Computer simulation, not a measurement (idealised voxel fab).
This section sets out a process module, namely voxel self aligned contacts.
Square cells of 5 nm make up the cross-section cut, whose width is 280 nm.
Just so we're on the same page, the cross-sections are grids of square cells, and they're listed out in bands top to bottom, each band one or more rows deep. A band entry consists of two parts. The first gives the height of the band's top and the height of its bottom, in nm. The rest lists the band's materials from left to right, each with its width in nm. A single material labelled with the word "everywhere" fills the band from edge to edge, and the word "air" marks empty space. Below 0: as-received wafer, all one material; heights counted from there. Lowest band: no bottom, goes on down, written "0 down". The notation "30..40" denotes a width that varies across the rows of cells in the band, beginning at the first number in the top row, finishing at the second number in the bottom row, and changing by an identical amount from each row to the next. What does "remained unchanged" mean for a step? It means no cell of the cross-section changed in that step. "Internal closed voids" enumerates empty spaces isolated from the top, with no open way to it, that contain at least 8 cells, giving each as width x height at distance from the left edge, all three in nm. Anything after a step's settings on that line? It's the simulator's own note about the step. Among the settings permitted on a step's line is "overlay nm"; applied to a step with a mask, it specifies the extent to which the mask lay to the right of its planned position, whereas a negative figure signifies a position to the left.
[Steps in the process plan]
- 1: RECEIVE (material Si)
- 2: CONFORMAL_DEP (material SiO2; thk nm 5)
- 3: DIRECTIONAL_DEP (material polySi; thk nm 30)
- 4: DIRECTIONAL_DEP (material SiN; thk nm 15)
- 5: DIRECTIONAL_DEP (material aC; thk nm 10)
- 6: PATTERN (tone cover; mask id GATE; material resist; width nm 30; pitch nm 60; thk nm 25; overlay nm 0)
- 7: DIRECTIONAL_ETCH (etch materials aC; depth nm 10)
- 8: STRIP (etch materials resist)
- 9: DIRECTIONAL_ETCH (etch materials SiN; depth nm 15)
- 10: DIRECTIONAL_ETCH (etch materials polySi; depth nm 30)
- 11: STRIP (etch materials aC)
- 12: CONFORMAL_DEP (material SiN; thk nm 5)
- 13: DIRECTIONAL_ETCH (etch materials SiN; depth nm 5)
- 14: FILL_DEP (material SiO2; thk nm 15)
- 15: CMP (height nm 60)
- 16: MASKED_ETCH (tone open; mask id CONTACT; width nm 40; etch materials SiO2; depth nm 60; overlay nm 0)
- 17: CONFORMAL_DEP (material TiN; thk nm 5)
- 18: FILL_DEP (material W; thk nm 10)
- 19: CMP (height nm 60)
- 20: CONFORMAL_DEP (material SiCN; thk nm 5)
[This is the cross-section of the wafer as we received it, i.e. after step 1]
  0 down  Si everywhere
  Internal closed voids: none
[Wafer cross-section at module end: first of two, run to plan]
  65 to 60  SiCN everywhere
  60 to 50  120 of SiO2; 5..15 of TiN; 30..10 of W; 5..15 of TiN; 120 of SiO2
  50 to 35  90 of SiO2; 40 of SiN; 5 of TiN; 10 of W; 5 of TiN; 40 of SiN; 90 of SiO2
  35 to 5  90 of SiO2; 5 of SiN; 30 of polySi; 5 of SiN; 5 of TiN; 10 of W; 5 of TiN; 5 of SiN; 30 of polySi; 5 of SiN; 90 of SiO2
  5 to 0  130 of SiO2; 20 of TiN; 130 of SiO2
  0 down  Si everywhere
  Internal closed voids: none
[What the second wafer looks like in cross-section once the module is done. Its start and its plan matched the first wafer's exactly; what differed was one mistake in how it was run]
  65 to 60  SiCN everywhere
  60 to 55  90 of SiO2; 40 of SiN; 5 of TiN; 10 of W; 5 of TiN; 40 of SiN; 90 of SiO2
  55 to 50  90 of SiO2; 40 of SiN; 20 of TiN; 40 of SiN; 90 of SiO2
  50 to 35  SiN everywhere
  35 to 5  polySi everywhere
  5 to 0  SiO2 everywhere
  0 down  Si everywhere
  Internal closed voids: none
Heads up, the wafer didn't run the way we planned it: the plan's step 4 ran twice
Looking at both finished wafers in cells, the second ends up ahead of or behind the first on some materials: SiN: 128 more | SiO2: 344 fewer | TiN: 24 fewer | W: 24 fewer | polySi: 264 more
